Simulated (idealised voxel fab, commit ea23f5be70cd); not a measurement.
Presented below is a process module, voxel air gaps.
It is cross-section cut that appears here, measuring 240 nm in width, its square cells being 5 nm in size.
Throughout this document, each cross-section is represented as a grid of square cells and is presented as a sequence of bands enumerated from the top downward, where a band comprises one or more rows of cells. The entry gives the band's vertical extent as a top height and a bottom height in nm, then its horizontal make-up as materials from left to right, each with a width in nm. "empty" stands for empty space; a single material marked "all across" fills the band edge to edge. It should be noted that heights are counted from 0, beneath which the wafer as supplied is of one material throughout, and that the lowest band possesses no lower boundary but continues downward, as written in "from 0 down". The width entry "30..40" should be interpreted row by row: the top row of cells in the band takes the first number, the bottom row takes the second number, and the change between adjacent rows is uniform throughout. Given "remained the same" for a step, no cell of the cross-section differs between before and after that step. Closed-off voids of 8+ cells (no open route to the top) go in "Enclosed internal cavities", written width x height at distance from the left edge, in nm. Where a step's line continues beyond its settings, the continuation is a remark by the simulator itself on that step. Regarding "overlay nm": on a step with a mask, it is the distance the mask lay to the right of its planned place; a negative value places it to the left.

## So here's the lineup of process steps we planned
1) RECEIVE [material Si]
2) CONFORMAL_DEP [material SiO2] [thk nm 10]
3) CONFORMAL_DEP [material SiCN] [thk nm 5]
4) DIRECTIONAL_DEP [material SiO2] [thk nm 40]
5) MASKED_ETCH [tone open] [mask id LINES] [width nm 15] [pitch nm 45] [etch materials SiO2] [depth nm 40] [overlay nm 0]
6) CONFORMAL_DEP [material TiN] [thk nm 5]
7) FILL_DEP [material Cu] [thk nm 10]
8) CMP [height nm 55]
9) EPI [material Ru] [thk nm 10]
10) SELECTIVE_ETCH [etch materials SiO2] [depth nm 50]
11) CONFORMAL_DEP [material SiCN] [thk nm 5]

## Cross-section of the wafer upon arrival, representing the state reached after step 1
	from 0 down: Si all across
	Enclosed internal cavities: none

## End-of-module XS, first of two wafers, run as planned
	from 70 to 65: 30 empty / 180 SiCN / 30 empty
	from 65 to 55: 30 empty / 5 SiCN / 35 Ru / 10 SiCN / 35 Ru / 10 SiCN / 35 Ru / 10 SiCN / 35 Ru / 5 SiCN / 30 empty
	from 55 to 50: 30 empty / 15 SiCN / 5 TiN / 5 Cu / 5 TiN / 30 SiCN / 5 TiN / 5 Cu / 5 TiN / 30 SiCN / 5 TiN / 5 Cu / 5 TiN / 30 SiCN / 5 TiN / 5 Cu / 5 TiN / 15 SiCN / 30 empty
	from 50 to 20: 40 empty / 5 SiCN / 5 TiN / 5 Cu / 5 TiN / 5 SiCN / 20 empty / 5 SiCN / 5 TiN / 5 Cu / 5 TiN / 5 SiCN / 20 empty / 5 SiCN / 5 TiN / 5 Cu / 5 TiN / 5 SiCN / 20 empty / 5 SiCN / 5 TiN / 5 Cu / 5 TiN / 5 SiCN / 40 empty
	from 20 to 15: 45 SiCN / 15 TiN / 30 SiCN / 15 TiN / 30 SiCN / 15 TiN / 30 SiCN / 15 TiN / 45 SiCN
	from 15 to 10: SiCN all across
	from 10 to 0: SiO2 all across
	from 0 down: Si all across
	Enclosed internal cavities: 20 x 30 at 65; 20 x 30 at 110; 20 x 30 at 155

## This is the second of the two wafers, cross-sectioned at the end of the module; it started exactly like the first and was given the same plan, but it was run with one mistake
	from 70 to 65: SiCN all across
	from 65 to 55: Ru all across
	from 55 to 20: 40 Cu / 5 TiN / 15 SiO2 / 5 TiN / 20 Cu / 5 TiN / 15 SiO2 / 5 TiN / 20 Cu / 5 TiN / 15 SiO2 / 5 TiN / 20 Cu / 5 TiN / 15 SiO2 / 5 TiN / 40 Cu
	from 20 to 15: 45 TiN / 15 SiO2 / 30 TiN / 15 SiO2 / 30 TiN / 15 SiO2 / 30 TiN / 15 SiO2 / 45 TiN
	from 15 to 10: SiCN all across
	from 10 to 0: SiO2 all across
	from 0 down: Si all across
	Enclosed internal cavities: none
What was done differently from what was planned? step 5: run off-plan, actual operation and settings MASKED_ETCH [tone cover] [mask id LINES] [width nm 15] [pitch nm 45] [etch materials SiO2] [depth nm 40] [overlay nm 0]
Bottom line after processing is that, in cells, the second wafer is up or down on some materials versus the first: Cu +168; Ru +40; SiCN -112; SiO2 +96; TiN +24
Wafer, first: 3 closed voids at end. Wafer, second: 0.
